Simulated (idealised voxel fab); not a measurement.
process module | voxel spacer lines
Section cut is 255 nm wide and gridded with 5 nm square cells.
Bands, listed from the top down, are how a cross-section gets written in this document; the cross-section itself is a grid of square cells, and a band is one or more rows of them.
Basically the band line says how high the top is and how high the bottom is, in nm, and then what's in it from left to right, every material with its width in nm. Empty space shows up as "empty", and if a single material carries "full width" it runs the full band edge to edge.
Where do heights start? At 0: under that level the wafer as delivered is made of one material only. And the lowest band has no floor; it just carries on downward, as in "top 0, no bottom".
Note: "30->40" means the width goes from the first number (top row of the band) to the second number (bottom row) in equal steps per row of cells.
For the purposes of this document, the phrase "stayed the same" attached to a step denotes that no cell within the cross-section was modified by that step.
If an empty space has no open way to the top and is at least 8 cells in size, "closed voids" lists it, written width x height at distance, where distance is measured from the left edge and every value is in nm.
Text after the settings on a step's line: the simulator's own remark on that step.
For masked steps, "overlay nm" on the step line gives how far right of plan the mask actually lay; a minus sign means it lay to the left.
[List of planned process steps]
- 1: RECEIVE,material Si
- 2: CONFORMAL_DEP,material Al2O3,thk nm 10
- 3: DIRECTIONAL_DEP,material polySi,thk nm 15
- 4: DIRECTIONAL_DEP,material aC,thk nm 20
- 5: PATTERN,tone cover,mask id MANDREL,material resist,width nm 25,pitch nm 70,thk nm 25,overlay nm 0
- 6: DIRECTIONAL_ETCH,etch materials aC,depth nm 20
- 7: STRIP,etch materials resist
- 8: CONFORMAL_DEP,material SiO2,thk nm 10
- 9: DIRECTIONAL_ETCH,etch materials SiO2,depth nm 10
- 10: STRIP,etch materials aC
- 11: DIRECTIONAL_ETCH,etch materials polySi,depth nm 15
- 12: STRIP,etch materials SiO2
- 13: FILL_DEP,material lowk,thk nm 10
- 14: CMP,height nm 25
[First of the two wafers, run per plan]
[Cross-section, incoming material, after step 1]
top 0, no bottom: Si full width
closed voids: none
[Presented here is a cross-section of the wafer after step 2 has been performed]
top 10, bottom 0: Al2O3 full width
Everything under 0 stays put, no change at all.
[Presented here is a cross-section of the wafer after step 3 has been performed]
top 25, bottom 10: polySi full width
Everything under 10 stays put, no change at all.
[Presented here is a cross-section of the wafer after step 4 has been performed]
top 45, bottom 25: aC full width
Everything under 25 stays put, no change at all.
[Presented here is a cross-section of the wafer after step 5 has been performed]
top 70, bottom 45: 80 of empty, 25 of resist, 45 of empty, 25 of resist, 80 of empty
Everything under 45 stays put, no change at all.
[Presented here is a cross-section of the wafer after step 6 has been performed]
top 50, bottom 45: 80 of empty, 25 of resist, 45 of empty, 25 of resist, 80 of empty
top 45, bottom 25: 80 of empty, 25 of aC, 45 of empty, 25 of aC, 80 of empty
Everything under 25 stays put, no change at all.
[Presented here is a cross-section of the wafer after step 7 has been performed]
top 45, bottom 25: 80 of empty, 25 of aC, 45 of empty, 25 of aC, 80 of empty
Everything under 25 stays put, no change at all.
[Presented here is a cross-section of the wafer after step 8 has been performed]
top 55, bottom 45: 70 of empty, 45 of SiO2, 25 of empty, 45 of SiO2, 70 of empty
top 45, bottom 35: 70 of empty, 10 of SiO2, 25 of aC, 10 of SiO2, 25 of empty, 10 of SiO2, 25 of aC, 10 of SiO2, 70 of empty
top 35, bottom 25: 80 of SiO2, 25 of aC, 45 of SiO2, 25 of aC, 80 of SiO2
Everything under 25 stays put, no change at all.
[Presented here is a cross-section of the wafer after step 9 has been performed]
top 45, bottom 25: 70 of empty, 10 of SiO2, 25 of aC, 10 of SiO2, 25 of empty, 10 of SiO2, 25 of aC, 10 of SiO2, 70 of empty
Everything under 25 stays put, no change at all.
[Presented here is a cross-section of the wafer after step 10 has been performed]
top 45, bottom 25: 70 of empty, 10 of SiO2, 25 of empty, 10 of SiO2, 25 of empty, 10 of SiO2, 25 of empty, 10 of SiO2, 70 of empty
Everything under 25 stays put, no change at all.
[Presented here is a cross-section of the wafer after step 11 has been performed]
top 45, bottom 25: 70 of empty, 10 of SiO2, 25 of empty, 10 of SiO2, 25 of empty, 10 of SiO2, 25 of empty, 10 of SiO2, 70 of empty
top 25, bottom 10: 70 of empty, 10 of polySi, 25 of empty, 10 of polySi, 25 of empty, 10 of polySi, 25 of empty, 10 of polySi, 70 of empty
Everything under 10 stays put, no change at all.
[Presented here is a cross-section of the wafer after step 12 has been performed]
top 25, bottom 10: 70 of empty, 10 of polySi, 25 of empty, 10 of polySi, 25 of empty, 10 of polySi, 25 of empty, 10 of polySi, 70 of empty
Everything under 10 stays put, no change at all.
[Presented here is a cross-section of the wafer after step 13 has been performed]
top 35, bottom 25: lowk full width
top 25, bottom 10: 70 of lowk, 10 of polySi, 25 of lowk, 10 of polySi, 25 of lowk, 10 of polySi, 25 of lowk, 10 of polySi, 70 of lowk
Everything under 10 stays put, no change at all.
[Presented here is a cross-section of the wafer after step 14 has been performed]
top 25, bottom 10: 70 of lowk, 10 of polySi, 25 of lowk, 10 of polySi, 25 of lowk, 10 of polySi, 25 of lowk, 10 of polySi, 70 of lowk
Everything under 10 stays put, no change at all.
[The second wafer: identical to the first at the outset and in its planned sequence, differing only in that one mistake was made during processing; up to and including step 1, its path is the first wafer's path]
Second wafer cross-section, taken as of the time the plan sets for step 2 to be done: stayed the same
[Second wafer cross-section, taken as of the time the plan sets for step 3 to be done]
top 15, bottom 0: polySi full width
Everything under 0 stays put, no change at all.
[Second wafer cross-section, taken as of the time the plan sets for step 4 to be done]
top 35, bottom 15: aC full width
Everything under 15 stays put, no change at all.
[Second wafer cross-section, taken as of the time the plan sets for step 5 to be done]
top 60, bottom 35: 80 of empty, 25 of resist, 45 of empty, 25 of resist, 80 of empty
Everything under 35 stays put, no change at all.
[Second wafer cross-section, taken as of the time the plan sets for step 6 to be done]
top 40, bottom 35: 80 of empty, 25 of resist, 45 of empty, 25 of resist, 80 of empty
top 35, bottom 15: 80 of empty, 25 of aC, 45 of empty, 25 of aC, 80 of empty
Everything under 15 stays put, no change at all.
[Second wafer cross-section, taken as of the time the plan sets for step 7 to be done]
top 35, bottom 15: 80 of empty, 25 of aC, 45 of empty, 25 of aC, 80 of empty
Everything under 15 stays put, no change at all.
[Second wafer cross-section, taken as of the time the plan sets for step 8 to be done]
top 45, bottom 35: 70 of empty, 45 of SiO2, 25 of empty, 45 of SiO2, 70 of empty
top 35, bottom 25: 70 of empty, 10 of SiO2, 25 of aC, 10 of SiO2, 25 of empty, 10 of SiO2, 25 of aC, 10 of SiO2, 70 of empty
top 25, bottom 15: 80 of SiO2, 25 of aC, 45 of SiO2, 25 of aC, 80 of SiO2
Everything under 15 stays put, no change at all.
[Second wafer cross-section, taken as of the time the plan sets for step 9 to be done]
top 35, bottom 15: 70 of empty, 10 of SiO2, 25 of aC, 10 of SiO2, 25 of empty, 10 of SiO2, 25 of aC, 10 of SiO2, 70 of empty
Everything under 15 stays put, no change at all.
[Second wafer cross-section, taken as of the time the plan sets for step 10 to be done]
top 35, bottom 15: 70 of empty, 10 of SiO2, 25 of empty, 10 of SiO2, 25 of empty, 10 of SiO2, 25 of empty, 10 of SiO2, 70 of empty
Everything under 15 stays put, no change at all.
[Second wafer cross-section, taken as of the time the plan sets for step 11 to be done]
top 35, bottom 15: 70 of empty, 10 of SiO2, 25 of empty, 10 of SiO2, 25 of empty, 10 of SiO2, 25 of empty, 10 of SiO2, 70 of empty
top 15, bottom 0: 70 of empty, 10 of polySi, 25 of empty, 10 of polySi, 25 of empty, 10 of polySi, 25 of empty, 10 of polySi, 70 of empty
Everything under 0 stays put, no change at all.
[Second wafer cross-section, taken as of the time the plan sets for step 12 to be done]
top 15, bottom 0: 70 of empty, 10 of polySi, 25 of empty, 10 of polySi, 25 of empty, 10 of polySi, 25 of empty, 10 of polySi, 70 of empty
Everything under 0 stays put, no change at all.
[Second wafer cross-section, taken as of the time the plan sets for step 13 to be done]
top 25, bottom 15: lowk full width
top 15, bottom 0: 70 of lowk, 10 of polySi, 25 of lowk, 10 of polySi, 25 of lowk, 10 of polySi, 25 of lowk, 10 of polySi, 70 of lowk
Everything under 0 stays put, no change at all.
Second wafer cross-section, taken as of the time the plan sets for step 14 to be done: stayed the same
Error vs. plan: step 2 of the plan never got run, it was skipped over
In the final state, the cell counts of the second wafer exceed or fall short of those of the first for the following materials: -102 Al2O3 | +102 lowk
